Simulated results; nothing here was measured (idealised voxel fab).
process module | voxel wiring stack
cross-section cut | 235 nm wide | cells 5 nm
A cross-section is a grid of square cells, given in bands from the top down. A band is one or more rows of cells.
Each band's line starts with the height of the band's top and of its bottom, in nm. Then come its materials from left to right, each with its width in nm. One material with "throughout" fills the band from edge to edge. "air" is empty space.
Height 0 is the level under which the wafer as received is all one material. The lowest band goes on downwards, as in "0 down".
A width such as "30 to 40" changes by the same amount from each row of cells to the next, from the band's top row to its bottom row.
"no change" after a step means that no cell of the cross-section changed.
closed voids: empty space of 8 cells or more with no open way to the top, each as width x height at its distance from the left edge, in nm
after a step's settings: what the simulator itself notes on the step
overlay nm, on a step with a mask: how far to the right of its planned place the mask lay; to the left if negative
plan
1 op RECEIVE | material Si
2 op CONFORMAL_DEP | material SiO2 | thk nm 15
3 op DIRECTIONAL_DEP | material TiN | thk nm 5
4 op DIRECTIONAL_DEP | material W | thk nm 25
5 op PATTERN | tone cover | mask id METAL_1 | material resist | width nm 20 | pitch nm 40 | thk nm 15 | overlay nm 0
6 op DIRECTIONAL_ETCH | etch materials W | depth nm 25
7 op DIRECTIONAL_ETCH | etch materials TiN | depth nm 5
8 op STRIP | etch materials resist
9 op FILL_DEP | material lowk | thk nm 5
10 op CMP | height nm 45
11 op CONFORMAL_DEP | material SiCN | thk nm 5
12 op DIRECTIONAL_DEP | material SiO2 | thk nm 15
13 op PATTERN | tone open | mask id PLUG_1 | material resist | width nm 15 | pitch nm 40 | thk nm 20 | overlay nm 0
14 op DIRECTIONAL_ETCH | etch materials SiO2 | depth nm 15
15 op DIRECTIONAL_ETCH | etch materials SiCN | depth nm 5
16 op STRIP | etch materials resist
17 op CONFORMAL_DEP | material TiN | thk nm 5
18 op FILL_DEP | material W | thk nm 10
19 op CMP | height nm 65
20 op CONFORMAL_DEP | material SiCN | thk nm 5
21 op DIRECTIONAL_DEP | material SiO2 | thk nm 20
22 op PATTERN | tone open | mask id METAL_2 | material resist | width nm 20 | pitch nm 40 | thk nm 15 | overlay nm 0
23 op DIRECTIONAL_ETCH | etch materials SiO2 | depth nm 20
24 op DIRECTIONAL_ETCH | etch materials SiCN | depth nm 5
25 op STRIP | etch materials resist
26 op CONFORMAL_DEP | material TiN | thk nm 5
27 op FILL_DEP | material Cu | thk nm 10
28 op CMP | height nm 90
29 op EPI | material Ru | thk nm 5
30 op FILL_DEP | material SiCN | thk nm 5
31 op DIRECTIONAL_DEP | material lowk | thk nm 30
32 op PATTERN | tone open | mask id METAL_3 | material resist | width nm 20 | pitch nm 40 | thk nm 20 | overlay nm 0
33 op DIRECTIONAL_ETCH | etch materials lowk | depth nm 20
34 op STRIP | etch materials resist
35 op DIRECTIONAL_DEP | material aC | thk nm 10
36 op PATTERN | tone open | mask id METAL_3_HOLES | material resist | width nm 15 | thk nm 25 | overlay nm 0
37 op DIRECTIONAL_ETCH | etch materials aC | depth nm 10
38 op STRIP | etch materials resist
39 op DIRECTIONAL_ETCH | etch materials lowk | depth nm 10
40 op DIRECTIONAL_ETCH | etch materials SiCN | depth nm 5
41 op STRIP | etch materials aC
42 op CONFORMAL_DEP | material TiN | thk nm 5
43 op FILL_DEP | material Ru | thk nm 5
44 op CMP | height nm 130
45 op CONFORMAL_DEP | material SiCN | thk nm 5
46 op DIRECTIONAL_DEP | material lowk | thk nm 10
47 op DIRECTIONAL_DEP | material aC | thk nm 10
48 op PATTERN | tone open | mask id PLUG_3 | material resist | width nm 15 | pitch nm 40 | thk nm 25 | overlay nm 0
49 op DIRECTIONAL_ETCH | etch materials aC | depth nm 10
50 op STRIP | etch materials resist
51 op DIRECTIONAL_ETCH | etch materials lowk | depth nm 10
52 op DIRECTIONAL_ETCH | etch materials SiCN | depth nm 5
53 op STRIP | etch materials aC
54 op CONFORMAL_DEP | material TiN | thk nm 5
55 op FILL_DEP | material Cu | thk nm 5
56 op CMP | height nm 145
57 op DIRECTIONAL_DEP | material TiN | thk nm 5
58 op DIRECTIONAL_DEP | material Ru | thk nm 15
59 op DIRECTIONAL_DEP | material aC | thk nm 10
60 op PATTERN | tone cover | mask id METAL_4 | material resist | width nm 20 | pitch nm 40 | thk nm 30 | overlay nm 0
61 op DIRECTIONAL_ETCH | etch materials aC | depth nm 10
62 op STRIP | etch materials resist
63 op DIRECTIONAL_ETCH | etch materials Ru | depth nm 15
64 op DIRECTIONAL_ETCH | etch materials TiN | depth nm 5
65 op STRIP | etch materials aC
66 op CONFORMAL_DEP | material SiN | thk nm 5
67 op FILL_DEP | material SiO2 | thk nm 10
68 op CMP | height nm 165
69 op CONFORMAL_DEP | material SiCN | thk nm 5
as received, after step 1
  0 down: Si throughout
  closed voids: none
first wafer at the end, as planned
  170 to 165: SiCN throughout
  165 to 150: SiO2 80 | SiN 5 | Ru 20 | SiN 5 | SiO2 10 | SiN 5 | Ru 20 | SiN 5 | SiO2 85
  150 to 145: SiN 85 | TiN 20 | SiN 20 | TiN 20 | SiN 90
  145 to 135: lowk 85 | TiN 5 | Cu 5 | TiN 5 | lowk 25 | TiN 5 | Cu 5 | TiN 5 | lowk 95
  135 to 130: SiCN 85 | TiN 15 | SiCN 25 | TiN 15 | SiCN 95
  130 to 115: lowk 85 | TiN 5 | Ru 10 | TiN 5 | lowk 20 | TiN 5 | Ru 10 | TiN 5 | lowk 90
  115 to 110: lowk 85 | TiN 5 | Ru 5 | TiN 10 | lowk 20 | TiN 20 | lowk 90
  110 to 100: lowk 85 | TiN 5 | Ru 5 | TiN 5 | lowk 135
  100 to 95: SiCN 85 | TiN 15 | SiCN 135
  95 to 90: SiCN 80 | Ru 30 | SiCN 10 | Ru 30 | SiCN 85
  90 to 70: SiO2 85 | TiN 5 | Cu 10 | TiN 5 | SiO2 20 | TiN 5 | Cu 10 | TiN 5 | SiO2 90
  70 to 65: SiCN 85 | TiN 20 | SiCN 20 | TiN 20 | SiCN 90
  65 to 50: SiO2 85 | TiN 5 | W 5 | TiN 5 | SiO2 25 | TiN 5 | W 5 | TiN 5 | SiO2 95
  50 to 45: SiCN 85 | TiN 15 | SiCN 25 | TiN 15 | SiCN 95
  45 to 20: lowk 85 | W 20 | lowk 20 | W 20 | lowk 90
  20 to 15: lowk 85 | TiN 20 | lowk 20 | TiN 20 | lowk 90
  15 to 0: SiO2 throughout
  0 down: Si throughout
  closed voids: none
second wafer at the end: like start, like plan, one mistake
  170 to 165: SiCN throughout
  165 to 150: SiO2 80 | SiN 5 | Ru 20 | SiN 5 | SiO2 10 | SiN 5 | Ru 20 | SiN 5 | SiO2 85
  150 to 145: SiN 85 | TiN 20 | SiN 20 | TiN 20 | SiN 90
  145 to 135: lowk 85 | TiN 5 | Cu 5 | TiN 5 | lowk 25 | TiN 5 | Cu 5 | TiN 5 | lowk 95
  135 to 130: SiCN 85 | TiN 15 | SiCN 25 | TiN 15 | SiCN 95
  130 to 115: lowk 85 | TiN 5 | Ru 10 | TiN 5 | lowk 20 | TiN 5 | Ru 10 | TiN 5 | lowk 90
  115 to 110: lowk 85 | TiN 5 | Ru 5 | TiN 10 | lowk 20 | TiN 20 | lowk 90
  110 to 100: lowk 85 | TiN 5 | Ru 5 | TiN 5 | lowk 135
  100 to 95: SiCN 85 | TiN 15 | SiCN 135
  95 to 90: SiCN 80 | Ru 30 | SiCN 10 | Ru 30 | SiCN 85
  90 to 70: SiO2 85 | TiN 5 | SiCN 10 | TiN 5 | SiO2 20 | TiN 5 | SiCN 10 | TiN 5 | SiO2 90
  70 to 65: SiCN 85 | TiN 20 | SiCN 20 | TiN 20 | SiCN 90
  65 to 50: SiO2 85 | TiN 5 | W 5 | TiN 5 | SiO2 25 | TiN 5 | W 5 | TiN 5 | SiO2 95
  50 to 45: SiCN 85 | TiN 15 | SiCN 25 | TiN 15 | SiCN 95
  45 to 20: lowk 85 | W 20 | lowk 20 | W 20 | lowk 90
  20 to 15: lowk 85 | TiN 20 | lowk 20 | TiN 20 | lowk 90
  15 to 0: SiO2 throughout
  0 down: Si throughout
  closed voids: none
what went wrong: step 27 ran as: op FILL_DEP | material SiCN | thk nm 10
at the end the second wafer has, in cells: 16 fewer of Cu | 16 more of SiCN
